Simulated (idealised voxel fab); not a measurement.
The following process module bears the name voxel released beams.
Xsec cut, 220 nm wide, square cell size 5 nm.
Cross-section = grid of square cells, listed top down in bands; band = one or more rows. Basically the band line says how high the top is and how high the bottom is, in nm, and then what's in it from left to right, every material with its width in nm. Empty space shows up as "blank", and if a single material carries "full width" it runs the full band edge to edge. Heights are expressed relative to 0, this being the level below which the as-received wafer comprises one material exclusively. The lowest band is unbounded in the downward direction and is denoted as in "0 and below". Width "30 to 40": first value at the band's top row of cells, second value at its bottom row, equal change from row to row. It should be understood that the words "nothing got changed", when stated for a given step, signify that the cross-section underwent no change in any of its cells during that step. Empty spaces without an open route to the top, at least 8 cells in extent, make up the entry "Listed closed voids"; each is given as width x height at distance, where the distance is measured from the left edge, and all are in nm. It should be noted that, on the line of a given step, the content following the step's settings is a remark produced by the simulator itself with respect to that step. Among the settings permitted on a step's line is "overlay nm"; applied to a step with a mask, it specifies the extent to which the mask lay to the right of its planned position, whereas a negative figure signifies a position to the left.
The process steps that were planned are listed below
1,RECEIVE [material Si]
2,CONFORMAL_DEP [material SiN] [thk nm 10]
3,DIRECTIONAL_DEP [material SiO2] [thk nm 10]
4,MASKED_ETCH [tone open] [mask id ANCHOR] [width nm 25] [etch materials SiO2] [depth nm 10] [overlay nm 0]
5,CONFORMAL_DEP [material W] [thk nm 10]
6,DIRECTIONAL_DEP [material aC] [thk nm 15]
7,PATTERN [tone cover] [mask id BEAM] [material resist] [width nm 110] [thk nm 30] [overlay nm 0]
8,DIRECTIONAL_ETCH [etch materials aC] [depth nm 15]
9,STRIP [etch materials resist]
10,DIRECTIONAL_ETCH [etch materials W] [depth nm 10]
11,STRIP [etch materials aC]
12,STRIP [etch materials SiO2]
The width nm used in step 4 is not the same on every wafer, whereas the starting condition is; the value printed in the plan is the first wafer's.
Cross-sectional view of the first of several wafers in the as-received condition, corresponding to the state following step 1
  0 and below | Si full width
  Listed closed voids: none
Once step 12, the last step, is complete, the module is at its end; this is the cross-section of the first of several wafers
  30 down to 20 | 50 nm blank; 20 nm W; 5 nm blank; 85 nm W; 60 nm blank
  20 down to 10 | 60 nm blank; 25 nm W; 135 nm blank
  10 down to 0 | SiN full width
  0 and below | Si full width
  Listed closed voids: none
Of the several wafers, the last: cross-section at the end of the module
  30 down to 20 | 50 nm blank; 10 nm W; 30 nm blank; 70 nm W; 60 nm blank
  20 down to 10 | 50 nm blank; 50 nm W; 120 nm blank
  10 down to 0 | SiN full width
  0 and below | Si full width
  Listed closed voids: none
Per-wafer rows below. For each material: cells gained (+) or lost (-) since the wafer was received, as of end of module. Then: closed voids
width nm 25 | +88 SiN | +52 W | Listed closed voids: none
width nm 30 | +88 SiN | +52 W | Listed closed voids: none
width nm 35 | +88 SiN | +52 W | Listed closed voids: none
width nm 40 | +88 SiN | +52 W | Listed closed voids: none
width nm 45 | +88 SiN | +52 W | Listed closed voids: none
width nm 50 | +88 SiN | +52 W | Listed closed voids: none
